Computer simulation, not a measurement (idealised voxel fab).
The process module presented herein is designated voxel released beams.
The cross-section on display is named cut; it measures 175 nm wide, and its cells are 5 nm squares.
Cross-section format: a grid of square cells, given as bands from top to bottom; each band is one or more rows of cells. Top, bottom (nm), then materials left to right with widths (nm); lone material tagged "throughout" fills the whole band edge to edge; "blank" = empty space. Measure heights from 0. That's the level where, below it, the as-received wafer is all one material. The lowest band is bottomless and extends downward; write it as in "0 nm and below". The expression "30->40" gives the width at the extremes of the band, the first number at its top row of cells and the second at its bottom row, with the width changing by equal amounts from each row to the next in between. Basically "left unchanged" means that step didn't change any cell in the cross-section. Listed in "Sealed voids": every empty space of 8 or more cells without an open way to the top. Form: width x height at distance, the distance being from the left edge, all in nm. Text after the settings on a step's line: the simulator's own remark on that step. The optional step-line setting "overlay nm" applies to steps with a mask and quantifies how far to the right of its planned location the mask lay, a negative value indicating leftward placement. Read each pair as before and after one process step. The after cross-section shows only down to the lowest band that changed. The step between them and its settings are given below the pair. Pairs can come from different runs of this module on the same starting wafer. A pair continues from the pair above only where its "Incoming profile" entry says so.
Incoming profile
> 0 nm and below = Si throughout
> Sealed voids: none
Step Result
> 10 nm to 0 nm = SiN throughout
> No changes below 0.
> Sealed voids: none
The step that takes the structure from the upper cross-section to the lower one is CONFORMAL_DEP | material SiN | thk nm 10
Incoming profile: the wafer arrives at this step looking as the after cross-section in the pair just above shows it.
Step Result
> 30 nm to 10 nm = SiO2 throughout
> No changes below 10.
> Sealed voids: none
The step that takes the structure from the upper cross-section to the lower one is DIRECTIONAL_DEP | material SiO2 | thk nm 20
Incoming profile: the wafer arrives at this step looking as the after cross-section in the pair just above shows it.
Step Result
> 30 nm to 10 nm = 35 nm SiO2, 35 nm blank, 105 nm SiO2
> No changes below 10.
> Sealed voids: none
The step that takes the structure from the upper cross-section to the lower one is MASKED_ETCH | tone open | mask id ANCHOR | width nm 35 | etch materials SiO2 | depth nm 20 | overlay nm 0
Incoming profile: the wafer arrives at this step looking as the after cross-section in the pair just above shows it.
Step Result
> 40 nm to 30 nm = 45 nm W, 15 nm blank, 115 nm W
> 30 nm to 20 nm = 35 nm SiO2, 10 nm W, 15 nm blank, 10 nm W, 105 nm SiO2
> 20 nm to 10 nm = 35 nm SiO2, 35 nm W, 105 nm SiO2
> No changes below 10.
> Sealed voids: none
The step that takes the structure from the upper cross-section to the lower one is CONFORMAL_DEP | material W | thk nm 10
Incoming profile: the wafer arrives at this step looking as the after cross-section in the pair just above shows it.
Step Result
> 40 nm to 30 nm = 30 nm blank, 15 nm W, 15 nm blank, 80 nm W, 35 nm blank
> No changes below 30.
> Sealed voids: none
The step that takes the structure from the upper cross-section to the lower one is MASKED_ETCH | tone cover | mask id BEAM | width nm 110 | etch materials W | depth nm 10 | overlay nm 0
Incoming profile: the wafer arrives at this step looking as the after cross-section in the pair just above shows it.
Step Result
> 40 nm to 30 nm = 30 nm blank, 15 nm W, 15 nm blank, 80 nm W, 35 nm blank
> 30 nm to 20 nm = 35 nm blank, 10 nm W, 15 nm blank, 10 nm W, 105 nm blank
> 20 nm to 10 nm = 35 nm blank, 35 nm W, 105 nm blank
> No changes below 10.
> Sealed voids: none
The step that takes the structure from the upper cross-section to the lower one is STRIP | etch materials SiO2
Incoming profile
> 0 nm and below = Si throughout
> Sealed voids: none
Step Result
> 20 nm to 0 nm = SiO2 throughout
> No changes below 0.
> Sealed voids: none
The step that takes the structure from the upper cross-section to the lower one is DIRECTIONAL_DEP | material SiO2 | thk nm 20
Incoming profile: the wafer arrives at this step looking as the after cross-section in the pair just above shows it.
Step Result
> 20 nm to 0 nm = 35 nm SiO2, 35 nm blank, 105 nm SiO2
> No changes below 0.
> Sealed voids: none
The step that takes the structure from the upper cross-section to the lower one is MASKED_ETCH | tone open | mask id ANCHOR | width nm 35 | etch materials SiO2 | depth nm 20 | overlay nm 0
Incoming profile: the wafer arrives at this step looking as the after cross-section in the pair just above shows it.
Step Result
> 30 nm to 20 nm = 45 nm W, 15 nm blank, 115 nm W
> 20 nm to 10 nm = 35 nm SiO2, 10 nm W, 15 nm blank, 10 nm W, 105 nm SiO2
> 10 nm to 0 nm = 35 nm SiO2, 35 nm W, 105 nm SiO2
> No changes below 0.
> Sealed voids: none
The step that takes the structure from the upper cross-section to the lower one is CONFORMAL_DEP | material W | thk nm 10
Incoming profile: the wafer arrives at this step looking as the after cross-section in the pair just above shows it.
Step Result
> 30 nm to 20 nm = 30 nm blank, 15 nm W, 15 nm blank, 80 nm W, 35 nm blank
> No changes below 20.
> Sealed voids: none
The step that takes the structure from the upper cross-section to the lower one is MASKED_ETCH | tone cover | mask id BEAM | width nm 110 | etch materials W | depth nm 10 | overlay nm 0
Incoming profile: the wafer arrives at this step looking as the after cross-section in the pair just above shows it.
Step Result
> 30 nm to 20 nm = 30 nm blank, 15 nm W, 15 nm blank, 80 nm W, 35 nm blank
> 20 nm to 10 nm = 35 nm blank, 10 nm W, 15 nm blank, 10 nm W, 105 nm blank
> 10 nm to 0 nm = 35 nm blank, 35 nm W, 105 nm blank
> No changes below 0.
> Sealed voids: none
The step that takes the structure from the upper cross-section to the lower one is STRIP | etch materials SiO2
Incoming profile
> 20 nm to 0 nm = SiO2 throughout
> 0 nm and below = Si throughout
> Sealed voids: none
Step Result
> 30 nm to 20 nm = SiN throughout
> No changes below 20.
> Sealed voids: none
The step that takes the structure from the upper cross-section to the lower one is CONFORMAL_DEP | material SiN | thk nm 10
Incoming profile: the wafer arrives at this step looking as the after cross-section in the pair just above shows it.
Step Result
> 40 nm to 30 nm = W throughout
> No changes below 30.
> Sealed voids: none
The step that takes the structure from the upper cross-section to the lower one is CONFORMAL_DEP | material W | thk nm 10
Incoming profile: the wafer arrives at this step looking as the after cross-section in the pair just above shows it.
Step Result
> 40 nm to 30 nm = 30 nm blank, 110 nm W, 35 nm blank
> No changes below 30.
> Sealed voids: none
The step that takes the structure from the upper cross-section to the lower one is MASKED_ETCH | tone cover | mask id BEAM | width nm 110 | etch materials W | depth nm 10 | overlay nm 0
Incoming profile
> 0 nm and below = Si throughout
> Sealed voids: none
Step Result
> 15 nm to 0 nm = SiN throughout
> No changes below 0.
> Sealed voids: none
The step that takes the structure from the upper cross-section to the lower one is CONFORMAL_DEP | material SiN | thk nm 15
Incoming profile: the wafer arrives at this step looking as the after cross-section in the pair just above shows it.
Step Result
> 35 nm to 15 nm = SiO2 throughout
> No changes below 15.
> Sealed voids: none
The step that takes the structure from the upper cross-section to the lower one is DIRECTIONAL_DEP | material SiO2 | thk nm 20
Incoming profile: the wafer arrives at this step looking as the after cross-section in the pair just above shows it.
Step Result
> 35 nm to 15 nm = 35 nm SiO2, 35 nm blank, 105 nm SiO2
> No changes below 15.
> Sealed voids: none
The step that takes the structure from the upper cross-section to the lower one is MASKED_ETCH | tone open | mask id ANCHOR | width nm 35 | etch materials SiO2 | depth nm 20 | overlay nm 0
Incoming profile: the wafer arrives at this step looking as the after cross-section in the pair just above shows it.
Step Result
> 45 nm to 35 nm = 45 nm W, 15 nm blank, 115 nm W
> 35 nm to 25 nm = 35 nm SiO2, 10 nm W, 15 nm blank, 10 nm W, 105 nm SiO2
> 25 nm to 15 nm = 35 nm SiO2, 35 nm W, 105 nm SiO2
> No changes below 15.
> Sealed voids: none
The step that takes the structure from the upper cross-section to the lower one is CONFORMAL_DEP | material W | thk nm 10
Incoming profile: the wafer arrives at this step looking as the after cross-section in the pair just above shows it.
Step Result
> 45 nm to 35 nm = 30 nm blank, 15 nm W, 15 nm blank, 80 nm W, 35 nm blank
> No changes below 35.
> Sealed voids: none
The step that takes the structure from the upper cross-section to the lower one is MASKED_ETCH | tone cover | mask id BEAM | width nm 110 | etch materials W | depth nm 10 | overlay nm 0
Incoming profile: the wafer arrives at this step looking as the after cross-section in the pair just above shows it.
Step Result
> 45 nm to 35 nm = 30 nm blank, 15 nm W, 15 nm blank, 80 nm W, 35 nm blank
> 35 nm to 25 nm = 35 nm blank, 10 nm W, 15 nm blank, 10 nm W, 105 nm blank
> 25 nm to 15 nm = 35 nm blank, 35 nm W, 105 nm blank
> No changes below 15.
> Sealed voids: none
The step that takes the structure from the upper cross-section to the lower one is STRIP | etch materials SiO2
Incoming profile
> 40 nm to 30 nm = 45 nm W, 15 nm blank, 115 nm W
> 30 nm to 20 nm = 35 nm SiO2, 10 nm W, 15 nm blank, 10 nm W, 105 nm SiO2
> 20 nm to 10 nm = 35 nm SiO2, 35 nm W, 105 nm SiO2
> 10 nm to 0 nm = SiN throughout
> 0 nm and below = Si throughout
> Sealed voids: none
Step Result
> 40 nm to 30 nm = 25 nm blank, 20 nm W, 15 nm blank, 85 nm W, 30 nm blank
> No changes below 30.
> Sealed voids: none
The step that takes the structure from the upper cross-section to the lower one is MASKED_ETCH | tone cover | mask id BEAM | width nm 120 | etch materials W | depth nm 10 | overlay nm 0
Incoming profile: the wafer arrives at this step looking as the after cross-section in the pair just above shows it.
Step Result
> 40 nm to 30 nm = 25 nm blank, 20 nm W, 15 nm blank, 85 nm W, 30 nm blank
> 30 nm to 20 nm = 35 nm blank, 10 nm W, 15 nm blank, 10 nm W, 105 nm blank
> 20 nm to 10 nm = 35 nm blank, 35 nm W, 105 nm blank
> No changes below 10.
> Sealed voids: none
The step that takes the structure from the upper cross-section to the lower one is STRIP | etch materials SiO2
Incoming profile
> 30 nm to 10 nm = SiO2 throughout
> 10 nm to 0 nm = SiN throughout
> 0 nm and below = Si throughout
> Sealed voids: none
Step Result
> 30 nm to 10 nm = 45 nm SiO2, 35 nm blank, 95 nm SiO2
> No changes below 10.
> Sealed voids: none
The step that takes the structure from the upper cross-section to the lower one is MASKED_ETCH | tone open | mask id ANCHOR | width nm 35 | etch materials SiO2 | depth nm 20 | overlay nm 10
Incoming profile: the wafer arrives at this step looking as the after cross-section in the pair just above shows it.
Step Result
> 40 nm to 30 nm = 55 nm W, 15 nm blank, 105 nm W
> 30 nm to 20 nm = 45 nm SiO2, 10 nm W, 15 nm blank, 10 nm W, 95 nm SiO2
> 20 nm to 10 nm = 45 nm SiO2, 35 nm W, 95 nm SiO2
> No changes below 10.
> Sealed voids: none
The step that takes the structure from the upper cross-section to the lower one is CONFORMAL_DEP | material W | thk nm 10
Incoming profile: the wafer arrives at this step looking as the after cross-section in the pair just above shows it.
Step Result
> 40 nm to 30 nm = 30 nm blank, 25 nm W, 15 nm blank, 70 nm W, 35 nm blank
> No changes below 30.
> Sealed voids: none
The step that takes the structure from the upper cross-section to the lower one is MASKED_ETCH | tone cover | mask id BEAM | width nm 110 | etch materials W | depth nm 10 | overlay nm 0
Incoming profile: the wafer arrives at this step looking as the after cross-section in the pair just above shows it.
Step Result
> 40 nm to 30 nm = 30 nm blank, 25 nm W, 15 nm blank, 70 nm W, 35 nm blank
> 30 nm to 20 nm = 45 nm blank, 10 nm W, 15 nm blank, 10 nm W, 95 nm blank
> 20 nm to 10 nm = 45 nm blank, 35 nm W, 95 nm blank
> No changes below 10.
> Sealed voids: none
The step that takes the structure from the upper cross-section to the lower one is STRIP | etch materials SiO2
Incoming profile
> 0 nm and below = Si throughout
> Sealed voids: none
Step Result
> 10 nm to 0 nm = W throughout
> No changes below 0.
> Sealed voids: none
The step that takes the structure from the upper cross-section to the lower one is CONFORMAL_DEP | material W | thk nm 10
Incoming profile: the wafer arrives at this step looking as the after cross-section in the pair just above shows it.
Step Result
> 30 nm to 10 nm = SiO2 throughout
> No changes below 10.
> Sealed voids: none
The step that takes the structure from the upper cross-section to the lower one is DIRECTIONAL_DEP | material SiO2 | thk nm 20
Incoming profile: the wafer arrives at this step looking as the after cross-section in the pair just above shows it.
Step Result
> 30 nm to 10 nm = 35 nm SiO2, 35 nm blank, 105 nm SiO2
> No changes below 10.
> Sealed voids: none
The step that takes the structure from the upper cross-section to the lower one is MASKED_ETCH | tone open | mask id ANCHOR | width nm 35 | etch materials SiO2 | depth nm 20 | overlay nm 0
Incoming profile: the wafer arrives at this step looking as the after cross-section in the pair just above shows it.
Step Result
> 40 nm to 30 nm = 45 nm W, 15 nm blank, 115 nm W
> 30 nm to 20 nm = 35 nm SiO2, 10 nm W, 15 nm blank, 10 nm W, 105 nm SiO2
> 20 nm to 10 nm = 35 nm SiO2, 35 nm W, 105 nm SiO2
> No changes below 10.
> Sealed voids: none
The step that takes the structure from the upper cross-section to the lower one is CONFORMAL_DEP | material W | thk nm 10
Incoming profile: the wafer arrives at this step looking as the after cross-section in the pair just above shows it.
Step Result
> 40 nm to 30 nm = 30 nm blank, 15 nm W, 15 nm blank, 80 nm W, 35 nm blank
> No changes below 30.
> Sealed voids: none
The step that takes the structure from the upper cross-section to the lower one is MASKED_ETCH | tone cover | mask id BEAM | width nm 110 | etch materials W | depth nm 10 | overlay nm 0
Incoming profile: the wafer arrives at this step looking as the after cross-section in the pair just above shows it.
Step Result
> 40 nm to 30 nm = 30 nm blank, 15 nm W, 15 nm blank, 80 nm W, 35 nm blank
> 30 nm to 20 nm = 35 nm blank, 10 nm W, 15 nm blank, 10 nm W, 105 nm blank
> 20 nm to 10 nm = 35 nm blank, 35 nm W, 105 nm blank
> No changes below 10.
> Sealed voids: none
The step that takes the structure from the upper cross-section to the lower one is STRIP | etch materials SiO2
Incoming profile
> 40 nm to 30 nm = 45 nm W, 15 nm blank, 115 nm W
> 30 nm to 20 nm = 35 nm SiO2, 10 nm W, 15 nm blank, 10 nm W, 105 nm SiO2
> 20 nm to 10 nm = 35 nm SiO2, 35 nm W, 105 nm SiO2
> 10 nm to 0 nm = SiN throughout
> 0 nm and below = Si throughout
> Sealed voids: none
Step Result
> 40 nm to 30 nm = 30 nm W, 110 nm blank, 35 nm W
> 30 nm to 10 nm = 35 nm SiO2, 10 nm W, 15 nm blank, 10 nm W, 105 nm SiO2
> No changes below 10.
> Sealed voids: none
The step that takes the structure from the upper cross-section to the lower one is MASKED_ETCH | tone open | mask id BEAM | width nm 110 | etch materials W | depth nm 10 | overlay nm 0
Incoming profile: the wafer arrives at this step looking as the after cross-section in the pair just above shows it.
Step Result
> 30 nm to 10 nm = 35 nm blank, 10 nm W, 15 nm blank, 10 nm W, 105 nm blank
> No changes below 10.
> Sealed voids: none
The step that takes the structure from the upper cross-section to the lower one is STRIP | etch materials SiO2
